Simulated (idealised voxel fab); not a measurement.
Process module in this document: voxel capacitor over wiring
We display cut, a cross-section 215 nm in width whose square cells are each 5 nm.
In what follows, cross-sections appear as grids of square cells, described through bands that run from the top down, where every band is one or more rows of cells.
Look at the band entry: it leads with the top's height and the bottom's height in nm. Then it lists the materials left to right, with a width in nm for each. The word "everywhere" on a single material says that material fills the band edge to edge. The word "blank" is empty space.
Heights are measured from 0, the level below which the as-received wafer is all one material; the lowest band has no bottom and continues downward, written as in "z 0 and below".
The notation "30 to 40" denotes a width that varies across the rows of cells in the band, beginning at the first number in the top row, finishing at the second number in the bottom row, and changing by an identical amount from each row to the next.
Where a step carries "no alteration", the cross-section came out of it unchanged, cell for cell.
In the "Entrapped void list" entry, you get each enclosed empty space of 8 cells or more, one with no open way to the top, written width x height at distance, distance from the left edge, in nm.
Where a step's line continues beyond its settings, the continuation is a remark by the simulator itself on that step.
overlay nm: for a step with a mask, the amount by which the mask lay right of where it was planned; a negative amount means left of it.

**Steps planned for the process**
1) RECEIVE (material Si)
2) CONFORMAL_DEP (material SiO2; thk nm 15)
3) CONFORMAL_DEP (material SiN; thk nm 5)
4) DIRECTIONAL_DEP (material SiO2; thk nm 25)
5) PATTERN (tone open; mask id METAL_1; material resist; width nm 25; pitch nm 80; thk nm 15; overlay nm 0)
6) DIRECTIONAL_ETCH (etch materials SiO2; depth nm 25)
7) DIRECTIONAL_ETCH (etch materials SiN; depth nm 5)
8) STRIP (etch materials resist)
9) CONFORMAL_DEP (material TiN; thk nm 5)
10) FILL_DEP (material W; thk nm 10)
11) CMP (height nm 45)
12) EPI (material Ru; thk nm 5)
13) FILL_DEP (material SiCN; thk nm 5)
14) DIRECTIONAL_DEP (material lowk; thk nm 15)
15) PATTERN (tone open; mask id PLUG_1; material resist; width nm 15; thk nm 15; overlay nm 0)
16) DIRECTIONAL_ETCH (etch materials lowk; depth nm 15)
17) DIRECTIONAL_ETCH (etch materials SiCN; depth nm 5)
18) STRIP (etch materials resist)
19) EPI (material Ru; thk nm 10)
20) EPI (material Ru; thk nm 10)
21) DIRECTIONAL_DEP (material TiN; thk nm 5)
22) DIRECTIONAL_DEP (material HfO2; thk nm 5)
23) DIRECTIONAL_DEP (material TiN; thk nm 5)
24) PATTERN (tone cover; mask id UPPER_PLATE; material resist; width nm 60; thk nm 20; overlay nm 0)
25) DIRECTIONAL_ETCH (etch materials TiN; depth nm 5)
26) DIRECTIONAL_ETCH (etch materials HfO2; depth nm 5)
27) STRIP (etch materials resist)
28) PATTERN (tone cover; mask id LOWER_PLATE; material resist; width nm 70; thk nm 20; overlay nm 0)
29) DIRECTIONAL_ETCH (etch materials TiN; depth nm 5)
30) STRIP (etch materials resist)
31) FILL_DEP (material SiO2; thk nm 20)
32) CMP (height nm 100)
33) MASKED_ETCH (tone open; mask id PLUG_2; width nm 15; etch materials SiO2; depth nm 15; overlay nm 0)
34) CONFORMAL_DEP (material TiN; thk nm 5)
35) FILL_DEP (material Ru; thk nm 10)
36) CMP (height nm 100)
37) CONFORMAL_DEP (material SiCN; thk nm 5)

**The first of a set of two wafers, run to plan**

**Cross-section of the wafer as it came to us, i.e., already through step 1**
- z 0 and below = Si everywhere
- Entrapped void list: none

**The wafer in cross-section once step 2 is complete**
- z 15 to 0 = SiO2 everywhere
- Under the height 0 nothing was changed.

**The wafer in cross-section once step 3 is complete**
- z 20 to 15 = SiN everywhere
- Under the height 15 nothing was changed.

**The wafer in cross-section once step 4 is complete**
- z 45 to 20 = SiO2 everywhere
- Under the height 20 nothing was changed.

**The wafer in cross-section once step 5 is complete**
- z 60 to 45 = resist=55, then blank=25, then resist=55, then blank=25, then resist=55
- Under the height 45 nothing was changed.

**The wafer in cross-section once step 6 is complete**
- z 60 to 45 = resist=55, then blank=25, then resist=55, then blank=25, then resist=55
- z 45 to 20 = SiO2=55, then blank=25, then SiO2=55, then blank=25, then SiO2=55
- Under the height 20 nothing was changed.

**The wafer in cross-section once step 7 is complete**
- z 60 to 45 = resist=55, then blank=25, then resist=55, then blank=25, then resist=55
- z 45 to 20 = SiO2=55, then blank=25, then SiO2=55, then blank=25, then SiO2=55
- z 20 to 15 = SiN=55, then blank=25, then SiN=55, then blank=25, then SiN=55
- Under the height 15 nothing was changed.

**The wafer in cross-section once step 8 is complete**
- z 45 to 20 = SiO2=55, then blank=25, then SiO2=55, then blank=25, then SiO2=55
- Under the height 20 nothing was changed.

**The wafer in cross-section once step 9 is complete**
- z 50 to 45 = TiN=60, then blank=15, then TiN=65, then blank=15, then TiN=60
- z 45 to 20 = SiO2=55, then TiN=5, then blank=15, then TiN=5, then SiO2=55, then TiN=5, then blank=15, then TiN=5, then SiO2=55
- z 20 to 15 = SiN=55, then TiN=25, then SiN=55, then TiN=25, then SiN=55
- Under the height 15 nothing was changed.

**The wafer in cross-section once step 10 is complete**
- z 60 to 50 = W everywhere
- z 50 to 45 = TiN=60, then W=15, then TiN=65, then W=15, then TiN=60
- z 45 to 20 = SiO2=55, then TiN=5, then W=15, then TiN=5, then SiO2=55, then TiN=5, then W=15, then TiN=5, then SiO2=55
- Under the height 20 nothing was changed.

**The wafer in cross-section once step 11 is complete**
- z 45 to 20 = SiO2=55, then TiN=5, then W=15, then TiN=5, then SiO2=55, then TiN=5, then W=15, then TiN=5, then SiO2=55
- Under the height 20 nothing was changed.

**The wafer in cross-section once step 12 is complete**
- z 50 to 45 = blank=50, then Ru=35, then blank=45, then Ru=35, then blank=50
- Under the height 45 nothing was changed.

**The wafer in cross-section once step 13 is complete**
- z 55 to 50 = SiCN everywhere
- z 50 to 45 = SiCN=50, then Ru=35, then SiCN=45, then Ru=35, then SiCN=50
- Under the height 45 nothing was changed.

**The wafer in cross-section once step 14 is complete**
- z 70 to 55 = lowk everywhere
- Under the height 55 nothing was changed.

**The wafer in cross-section once step 15 is complete**
- z 85 to 70 = resist=65, then blank=15, then resist=135
- Under the height 70 nothing was changed.

**The wafer in cross-section once step 16 is complete**
- z 85 to 70 = resist=65, then blank=15, then resist=135
- z 70 to 55 = lowk=65, then blank=15, then lowk=135
- Under the height 55 nothing was changed.

**The wafer in cross-section once step 17 is complete**
- z 85 to 70 = resist=65, then blank=15, then resist=135
- z 70 to 55 = lowk=65, then blank=15, then lowk=135
- z 55 to 50 = SiCN=65, then blank=15, then SiCN=135
- Under the height 50 nothing was changed.

**The wafer in cross-section once step 18 is complete**
- z 70 to 55 = lowk=65, then blank=15, then lowk=135
- Under the height 55 nothing was changed.

**The wafer in cross-section once step 19 is complete**
- z 70 to 60 = lowk=65, then blank=15, then lowk=135
- z 60 to 55 = lowk=65, then Ru=15, then lowk=135
- z 55 to 50 = SiCN=65, then Ru=15, then SiCN=135
- Under the height 50 nothing was changed.

**The wafer in cross-section once step 20 is complete**
- z 70 to 55 = lowk=65, then Ru=15, then lowk=135
- Under the height 55 nothing was changed.

**The wafer in cross-section once step 21 is complete**
- z 75 to 70 = TiN everywhere
- Under the height 70 nothing was changed.

**The wafer in cross-section once step 22 is complete**
- z 80 to 75 = HfO2 everywhere
- Under the height 75 nothing was changed.

**The wafer in cross-section once step 23 is complete**
- z 85 to 80 = TiN everywhere
- Under the height 80 nothing was changed.

**The wafer in cross-section once step 24 is complete**
- z 105 to 85 = blank=65, then resist=60, then blank=90
- Under the height 85 nothing was changed.

**The wafer in cross-section once step 25 is complete**
- z 105 to 85 = blank=65, then resist=60, then blank=90
- z 85 to 80 = blank=65, then TiN=60, then blank=90
- Under the height 80 nothing was changed.

**The wafer in cross-section once step 26 is complete**
- z 105 to 85 = blank=65, then resist=60, then blank=90
- z 85 to 80 = blank=65, then TiN=60, then blank=90
- z 80 to 75 = blank=65, then HfO2=60, then blank=90
- Under the height 75 nothing was changed.

**The wafer in cross-section once step 27 is complete**
- z 85 to 80 = blank=65, then TiN=60, then blank=90
- Under the height 80 nothing was changed.

**The wafer in cross-section once step 28 is complete**
- z 105 to 85 = blank=60, then resist=70, then blank=85
- z 85 to 80 = blank=60, then resist=5, then TiN=60, then resist=5, then blank=85
- z 80 to 75 = blank=60, then resist=5, then HfO2=60, then resist=5, then blank=85
- Under the height 75 nothing was changed.

**The wafer in cross-section once step 29 is complete**
- z 105 to 85 = blank=60, then resist=70, then blank=85
- z 85 to 80 = blank=60, then resist=5, then TiN=60, then resist=5, then blank=85
- z 80 to 75 = blank=60, then resist=5, then HfO2=60, then resist=5, then blank=85
- z 75 to 70 = blank=60, then TiN=70, then blank=85
- Under the height 70 nothing was changed.

**The wafer in cross-section once step 30 is complete**
- z 85 to 80 = blank=65, then TiN=60, then blank=90
- z 80 to 75 = blank=65, then HfO2=60, then blank=90
- Under the height 75 nothing was changed.

**The wafer in cross-section once step 31 is complete**
- z 105 to 85 = SiO2 everywhere
- z 85 to 80 = SiO2=65, then TiN=60, then SiO2=90
- z 80 to 75 = SiO2=65, then HfO2=60, then SiO2=90
- z 75 to 70 = SiO2=60, then TiN=70, then SiO2=85
- Under the height 70 nothing was changed.

**The wafer in cross-section once step 32 is complete**
- z 100 to 85 = SiO2 everywhere
- Under the height 85 nothing was changed.

**The wafer in cross-section once step 33 is complete**
- z 100 to 85 = SiO2=75, then blank=15, then SiO2=125
- Under the height 85 nothing was changed.

**The wafer in cross-section once step 34 is complete**
- z 105 to 100 = TiN=80, then blank=5, then TiN=130
- z 100 to 90 = SiO2=75, then TiN=5, then blank=5, then TiN=5, then SiO2=125
- z 90 to 80 = SiO2=75 to 65, then TiN=15 to 60, then SiO2=125 to 90
- Under the height 80 nothing was changed.

**The wafer in cross-section once step 35 is complete**
- z 115 to 105 = Ru everywhere
- z 105 to 100 = TiN=80, then Ru=5, then TiN=130
- z 100 to 90 = SiO2=75, then TiN=5, then Ru=5, then TiN=5, then SiO2=125
- Under the height 90 nothing was changed.

**The wafer in cross-section once step 36 is complete**
- z 100 to 90 = SiO2=75, then TiN=5, then Ru=5, then TiN=5, then SiO2=125
- Under the height 90 nothing was changed.

**The wafer in cross-section once step 37 is complete**
- z 105 to 100 = SiCN everywhere
- Under the height 100 nothing was changed.

**Second wafer - shared start and plan with the first - one error in running - same as the first up to step 18 inclusive**

**Cross-section of the second wafer corresponding to the planned conclusion of step 20**
- z 70 to 60 = lowk=65, then blank=15, then lowk=135
- z 60 to 55 = lowk=65, then Ru=15, then lowk=135
- z 55 to 50 = SiCN=65, then Ru=15, then SiCN=135
- Under the height 50 nothing was changed.

**Cross-section of the second wafer corresponding to the planned conclusion of step 21**
- z 75 to 70 = TiN=65, then blank=15, then TiN=135
- z 70 to 65 = lowk=65, then blank=15, then lowk=135
- z 65 to 60 = lowk=65, then TiN=15, then lowk=135
- Under the height 60 nothing was changed.

**Cross-section of the second wafer corresponding to the planned conclusion of step 22**
- z 80 to 75 = HfO2=65, then blank=15, then HfO2=135
- z 75 to 70 = TiN=65, then blank=15, then TiN=135
- z 70 to 65 = lowk=65, then HfO2=15, then lowk=135
- Under the height 65 nothing was changed.

**Cross-section of the second wafer corresponding to the planned conclusion of step 23**
- z 85 to 80 = TiN=65, then blank=15, then TiN=135
- z 80 to 75 = HfO2=65, then blank=15, then HfO2=135
- z 75 to 70 = TiN everywhere
- Under the height 70 nothing was changed.

**Cross-section of the second wafer corresponding to the planned conclusion of step 24**
- z 105 to 85 = blank=65, then resist=60, then blank=90
- z 85 to 80 = TiN=65, then resist=15, then TiN=135
- z 80 to 75 = HfO2=65, then resist=15, then HfO2=135
- Under the height 75 nothing was changed.

**Cross-section of the second wafer corresponding to the planned conclusion of step 25**
- z 105 to 85 = blank=65, then resist=60, then blank=90
- z 85 to 80 = blank=65, then resist=15, then TiN=45, then blank=90
- Under the height 80 nothing was changed.

**Cross-section of the second wafer corresponding to the planned conclusion of step 26**
- z 105 to 85 = blank=65, then resist=60, then blank=90
- z 85 to 80 = blank=65, then resist=15, then TiN=45, then blank=90
- z 80 to 75 = blank=65, then resist=15, then HfO2=45, then blank=90
- Under the height 75 nothing was changed.

**Cross-section of the second wafer corresponding to the planned conclusion of step 27**
- z 85 to 80 = blank=80, then TiN=45, then blank=90
- z 80 to 75 = blank=80, then HfO2=45, then blank=90
- Under the height 75 nothing was changed.

**Cross-section of the second wafer corresponding to the planned conclusion of step 28**
- z 105 to 85 = blank=60, then resist=70, then blank=85
- z 85 to 80 = blank=60, then resist=20, then TiN=45, then resist=5, then blank=85
- z 80 to 75 = blank=60, then resist=20, then HfO2=45, then resist=5, then blank=85
- Under the height 75 nothing was changed.

**Cross-section of the second wafer corresponding to the planned conclusion of step 29**
- z 105 to 85 = blank=60, then resist=70, then blank=85
- z 85 to 80 = blank=60, then resist=20, then TiN=45, then resist=5, then blank=85
- z 80 to 75 = blank=60, then resist=20, then HfO2=45, then resist=5, then blank=85
- z 75 to 70 = blank=60, then TiN=70, then blank=85
- Under the height 70 nothing was changed.

**Cross-section of the second wafer corresponding to the planned conclusion of step 30**
- z 85 to 80 = blank=80, then TiN=45, then blank=90
- z 80 to 75 = blank=80, then HfO2=45, then blank=90
- Under the height 75 nothing was changed.

**Cross-section of the second wafer corresponding to the planned conclusion of step 31**
- z 105 to 85 = SiO2 everywhere
- z 85 to 80 = SiO2=80, then TiN=45, then SiO2=90
- z 80 to 75 = SiO2=80, then HfO2=45, then SiO2=90
- z 75 to 70 = SiO2=60, then TiN=70, then SiO2=85
- Under the height 70 nothing was changed.

**Cross-section of the second wafer corresponding to the planned conclusion of step 32**
- z 100 to 85 = SiO2 everywhere
- Under the height 85 nothing was changed.

**Cross-section of the second wafer corresponding to the planned conclusion of step 33**
- z 100 to 85 = SiO2=75, then blank=15, then SiO2=125
- Under the height 85 nothing was changed.

**Cross-section of the second wafer corresponding to the planned conclusion of step 34**
- z 105 to 100 = TiN=80, then blank=5, then TiN=130
- z 100 to 90 = SiO2=75, then TiN=5, then blank=5, then TiN=5, then SiO2=125
- z 90 to 80 = SiO2=75 to 80, then TiN=15 to 45, then SiO2=125 to 90
- Under the height 80 nothing was changed.

**Cross-section of the second wafer corresponding to the planned conclusion of step 35**
- z 115 to 105 = Ru everywhere
- z 105 to 100 = TiN=80, then Ru=5, then TiN=130
- z 100 to 90 = SiO2=75, then TiN=5, then Ru=5, then TiN=5, then SiO2=125
- Under the height 90 nothing was changed.

**Cross-section of the second wafer corresponding to the planned conclusion of step 36**
- z 100 to 90 = SiO2=75, then TiN=5, then Ru=5, then TiN=5, then SiO2=125
- Under the height 90 nothing was changed.

**Cross-section of the second wafer corresponding to the planned conclusion of step 37**
- z 105 to 100 = SiCN everywhere
- Under the height 100 nothing was changed.
Where did the run depart from the plan? one omitted step among identical steps 19 and 20, identity undeterminable
Materials where the second wafer ends with more or fewer cells than the first: Ru: 6 fewer | SiO2: 6 more
